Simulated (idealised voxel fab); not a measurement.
Title: Process Module voxel wiring stack
We display cut, a cross-section 160 nm in width whose square cells are each 5 nm.
For the purposes of this document, a cross-section shall be understood as a grid of square cells, specified as bands listed in top-to-bottom order, each band consisting of one or more rows of cells.
Each band's line starts with the height of the band's top and of its bottom, in nm. Then come its materials from left to right, each with its width in nm. One material with "throughout" fills the band from edge to edge. "air" is empty space.
Heads up on the height convention: 0 is the point under which the incoming wafer is all one material, and the lowest band has no bottom, it just keeps going down, like "0 down".
A width such as "30->40" changes by the same amount from each row of cells to the next, from the band's top row to its bottom row.
Reading "no alterations made" for a step: not a cell of the cross-section changed in it.
Entry "Closed-off voids" = empty spaces >= 8 cells with no open way to the top; each as width x height at distance, distance from left edge, all nm.
Text after the settings on a step's line: the simulator's own remark on that step.
When a step includes a mask, the "overlay nm" setting on its line states how far to the right of its planned place that mask lay, and negative values state how far to the left.

So here's the lineup of process steps we planned:
| 1 | RECEIVE | material Si |
| 2 | CONFORMAL_DEP | material SiO2 | thk nm 15 |
| 3 | CONFORMAL_DEP | material SiCN | thk nm 5 |
| 4 | DIRECTIONAL_DEP | material lowk | thk nm 20 |
| 5 | DIRECTIONAL_DEP | material aC | thk nm 15 |
| 6 | PATTERN | tone open | mask id METAL_1 | material resist | width nm 25 | pitch nm 45 | thk nm 30 | overlay nm 0 |
| 7 | DIRECTIONAL_ETCH | etch materials aC | depth nm 15 |
| 8 | STRIP | etch materials resist |
| 9 | DIRECTIONAL_ETCH | etch materials lowk | depth nm 20 |
| 10 | DIRECTIONAL_ETCH | etch materials SiCN | depth nm 5 |
| 11 | STRIP | etch materials aC |
| 12 | CONFORMAL_DEP | material TiN | thk nm 5 |
| 13 | FILL_DEP | material Cu | thk nm 5 |
| 14 | CMP | height nm 40 |
| 15 | CONFORMAL_DEP | material SiCN | thk nm 5 |
| 16 | DIRECTIONAL_DEP | material lowk | thk nm 15 |
| 17 | MASKED_ETCH | tone open | mask id PLUG_1 | width nm 15 | pitch nm 45 | etch materials lowk | depth nm 15 | overlay nm 0 |
| 18 | MASKED_ETCH | tone open | mask id PLUG_1 | width nm 15 | pitch nm 45 | etch materials SiCN | depth nm 5 | overlay nm 0 |
| 19 | EPI | material Ru | thk nm 10 |
| 20 | EPI | material Ru | thk nm 10 |
| 21 | CONFORMAL_DEP | material SiCN | thk nm 5 |
| 22 | DIRECTIONAL_DEP | material SiO2 | thk nm 20 |
| 23 | PATTERN | tone open | mask id METAL_2 | material resist | width nm 25 | pitch nm 45 | thk nm 15 | overlay nm 0 |
| 24 | DIRECTIONAL_ETCH | etch materials SiO2 | depth nm 20 |
| 25 | DIRECTIONAL_ETCH | etch materials SiCN | depth nm 5 |
| 26 | STRIP | etch materials resist |
| 27 | CONFORMAL_DEP | material TiN | thk nm 5 |
| 28 | FILL_DEP | material W | thk nm 10 |
| 29 | CMP | height nm 85 |
| 30 | CONFORMAL_DEP | material SiCN | thk nm 5 |
| 31 | DIRECTIONAL_DEP | material SiO2 | thk nm 35 |
| 32 | PATTERN | tone open | mask id METAL_3_HOLES | material resist | width nm 15 | pitch nm 45 | thk nm 20 | overlay nm 0 |
| 33 | DIRECTIONAL_ETCH | etch materials SiO2 | depth nm 35 |
| 34 | STRIP | etch materials resist |
| 35 | DIRECTIONAL_DEP | material aC | thk nm 10 |
| 36 | PATTERN | tone open | mask id METAL_3 | material resist | width nm 25 | pitch nm 45 | thk nm 30 | overlay nm 0 |
| 37 | DIRECTIONAL_ETCH | etch materials aC | depth nm 10 |
| 38 | STRIP | etch materials resist |
| 39 | DIRECTIONAL_ETCH | etch materials SiO2 | depth nm 20 |
| 40 | DIRECTIONAL_ETCH | etch materials SiCN | depth nm 5 |
| 41 | STRIP | etch materials aC |
| 42 | CONFORMAL_DEP | material TiN | thk nm 5 |
| 43 | FILL_DEP | material Cu | thk nm 10 |
| 44 | CMP | height nm 125 |
| 45 | CONFORMAL_DEP | material SiCN | thk nm 5 |
| 46 | DIRECTIONAL_DEP | material SiO2 | thk nm 10 |
| 47 | PATTERN | tone open | mask id PLUG_3 | material resist | width nm 15 | pitch nm 45 | thk nm 15 | overlay nm 0 |
| 48 | DIRECTIONAL_ETCH | etch materials SiO2 | depth nm 10 |
| 49 | DIRECTIONAL_ETCH | etch materials SiCN | depth nm 5 |
| 50 | STRIP | etch materials resist |
| 51 | EPI | material Ru | thk nm 10 |
| 52 | EPI | material Ru | thk nm 5 |
| 53 | DIRECTIONAL_DEP | material TiN | thk nm 5 |
| 54 | DIRECTIONAL_DEP | material Ru | thk nm 20 |
| 55 | PATTERN | tone cover | mask id METAL_4 | material resist | width nm 25 | pitch nm 45 | thk nm 15 | overlay nm 0 |
| 56 | DIRECTIONAL_ETCH | etch materials Ru | depth nm 20 |
| 57 | DIRECTIONAL_ETCH | etch materials TiN | depth nm 5 |
| 58 | STRIP | etch materials resist |
| 59 | CONFORMAL_DEP | material SiN | thk nm 5 |
| 60 | FILL_DEP | material lowk | thk nm 10 |
| 61 | CMP | height nm 165 |
| 62 | CONFORMAL_DEP | material SiCN | thk nm 5 |

Cross-section of the wafer at receipt, which is the condition after step 1:
0 down = Si throughout
Closed-off voids: none

The first of two wafers, cross-sectioned at the end of the module, with the run proceeding as planned:
170 to 165 = SiCN throughout
165 to 145 = lowk=40; SiN=5; Ru=25; SiN=5; lowk=10; SiN=5; Ru=25; SiN=5; lowk=40
145 to 140 = SiN=45; TiN=25; SiN=20; TiN=25; SiN=45
140 to 130 = SiO2=45; Ru=15; SiO2=30; Ru=15; SiO2=55
130 to 125 = SiCN=45; Ru=15; SiCN=30; Ru=15; SiCN=55
125 to 110 = SiO2=45; TiN=5; Cu=15; TiN=5; SiO2=20; TiN=5; Cu=15; TiN=5; SiO2=45
110 to 105 = SiO2=45; TiN=5; Cu=5; TiN=15; SiO2=20; TiN=5; Cu=5; TiN=15; SiO2=45
105 to 90 = SiO2=45; TiN=5; Cu=5; TiN=5; SiO2=30; TiN=5; Cu=5; TiN=5; SiO2=55
90 to 85 = SiCN=45; TiN=15; SiCN=30; TiN=15; SiCN=55
85 to 65 = SiO2=45; TiN=5; W=15; TiN=5; SiO2=20; TiN=5; W=15; TiN=5; SiO2=45
65 to 60 = SiCN=45; TiN=25; SiCN=20; TiN=25; SiCN=45
60 to 45 = lowk=45; Ru=15; lowk=30; Ru=15; lowk=55
45 to 40 = SiCN=45; Ru=15; SiCN=30; Ru=15; SiCN=55
40 to 20 = lowk=45; TiN=5; Cu=15; TiN=5; lowk=20; TiN=5; Cu=15; TiN=5; lowk=45
20 to 15 = SiCN=45; TiN=25; SiCN=20; TiN=25; SiCN=45
15 to 0 = SiO2 throughout
0 down = Si throughout
Closed-off voids: none

What the second wafer looks like in cross-section once the module is done. Its start and its plan matched the first wafer's exactly; what differed was one mistake in how it was run:
170 to 165 = SiCN throughout
165 to 145 = lowk=40; SiN=5; Ru=25; SiN=5; lowk=10; SiN=5; Ru=25; SiN=5; lowk=40
145 to 140 = SiN=45; TiN=25; SiN=20; TiN=25; SiN=45
140 to 130 = SiO2=45; Ru=15; SiO2=30; Ru=15; SiO2=55
130 to 125 = SiCN=45; Ru=15; SiCN=30; Ru=15; SiCN=55
125 to 110 = SiO2=45; TiN=5; Cu=15; TiN=5; SiO2=20; TiN=5; Cu=15; TiN=5; SiO2=45
110 to 105 = SiO2=45; TiN=5; Cu=10; TiN=10; SiO2=20; TiN=5; Cu=10; TiN=10; SiO2=45
105 to 90 = SiO2=45; TiN=5; Cu=10; TiN=5; SiO2=25; TiN=5; Cu=10; TiN=5; SiO2=50
90 to 85 = SiCN=45; TiN=20; SiCN=25; TiN=20; SiCN=50
85 to 65 = SiO2=45; TiN=5; W=15; TiN=5; SiO2=20; TiN=5; W=15; TiN=5; SiO2=45
65 to 60 = SiCN=45; TiN=25; SiCN=20; TiN=25; SiCN=45
60 to 45 = lowk=45; Ru=15; lowk=30; Ru=15; lowk=55
45 to 40 = SiCN=45; Ru=15; SiCN=30; Ru=15; SiCN=55
40 to 20 = lowk=45; TiN=5; Cu=15; TiN=5; lowk=20; TiN=5; Cu=15; TiN=5; lowk=45
20 to 15 = SiCN=45; TiN=25; SiCN=20; TiN=25; SiCN=45
15 to 0 = SiO2 throughout
0 down = Si throughout
Closed-off voids: none
What broke from the plan during processing? step 32 off recipe, ran as PATTERN | tone open | mask id METAL_3_HOLES | material resist | width nm 20 | pitch nm 45 | thk nm 20 | overlay nm 0
End of process, cell counts, second wafer against first, materials with more or fewer: Cu +8; SiCN -2; SiO2 -6
